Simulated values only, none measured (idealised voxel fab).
Process module name: voxel released beams
It is cross-section cut that appears here, measuring 255 nm in width, its square cells being 5 nm in size.
We lay out every cross-section as a grid of square cells and spell it out in bands from the top down, where one band means one or more rows of cells.
The band entry comprises the height of the band's top followed by the height of its bottom, expressed in nm, and subsequently the band's materials from left to right, each stated together with its width in nm. Where a single material is marked with the word "full width", that material fills the band from edge to edge. The word "empty" represents empty space.
Heights are expressed relative to 0, this being the level below which the as-received wafer comprises one material exclusively. The lowest band is unbounded in the downward direction and is denoted as in "from 0 down".
The notation "30 to 40" denotes a width that varies across the rows of cells in the band, beginning at the first number in the top row, finishing at the second number in the bottom row, and changing by an identical amount from each row to the next.
Any step labelled "all unchanged" changed none of the cells in the cross-section.
Reported under the label "Enclosed void list" are the empty spaces having no open way to the top and comprising 8 cells or more; the notation for each is width x height at distance, in which the distance is measured from the left edge and all three values are in nm.
Text after the settings on a step's line: the simulator's own remark on that step.
Among the settings permitted on a step's line is "overlay nm"; applied to a step with a mask, it specifies the extent to which the mask lay to the right of its planned position, whereas a negative figure signifies a position to the left.
The planned process steps are enumerated hereunder:
1) RECEIVE, material Si
2) CONFORMAL_DEP, material SiN, thk nm 5
3) DIRECTIONAL_DEP, material SiO2, thk nm 20
4) MASKED_ETCH, tone open, mask id ANCHOR, width nm 40, etch materials SiO2, depth nm 20, overlay nm 0
5) CONFORMAL_DEP, material TiN, thk nm 15
6) DIRECTIONAL_DEP, material aC, thk nm 10
7) PATTERN, tone cover, mask id BEAM, material resist, width nm 85, thk nm 25, overlay nm 0
8) DIRECTIONAL_ETCH, etch materials aC, depth nm 10
9) STRIP, etch materials resist
10) DIRECTIONAL_ETCH, etch materials TiN, depth nm 15
11) STRIP, etch materials aC
12) STRIP, etch materials SiO2
This is the cross-section of the wafer as we received it, i.e. after step 1:
  from 0 down  Si full width
  Enclosed void list: none
Starting structure and process plan are as shown above, but one mistake was made in running the module; the wafer cross-section at the end of the module follows:
  from 40 to 25  empty (80), TiN (10), empty (10), TiN (65), empty (90)
  from 25 to 20  empty (75), TiN (15), empty (10), TiN (15), empty (140)
  from 20 to 5  empty (75), TiN (40), empty (140)
  from 5 to 0  SiN full width
  from 0 down  Si full width
  Enclosed void list: none
Misprocessing identified: planned and actual differ for step 4; actual: MASKED_ETCH, tone open, mask id ANCHOR, width nm 40, etch materials SiO2, depth nm 20, overlay nm -10
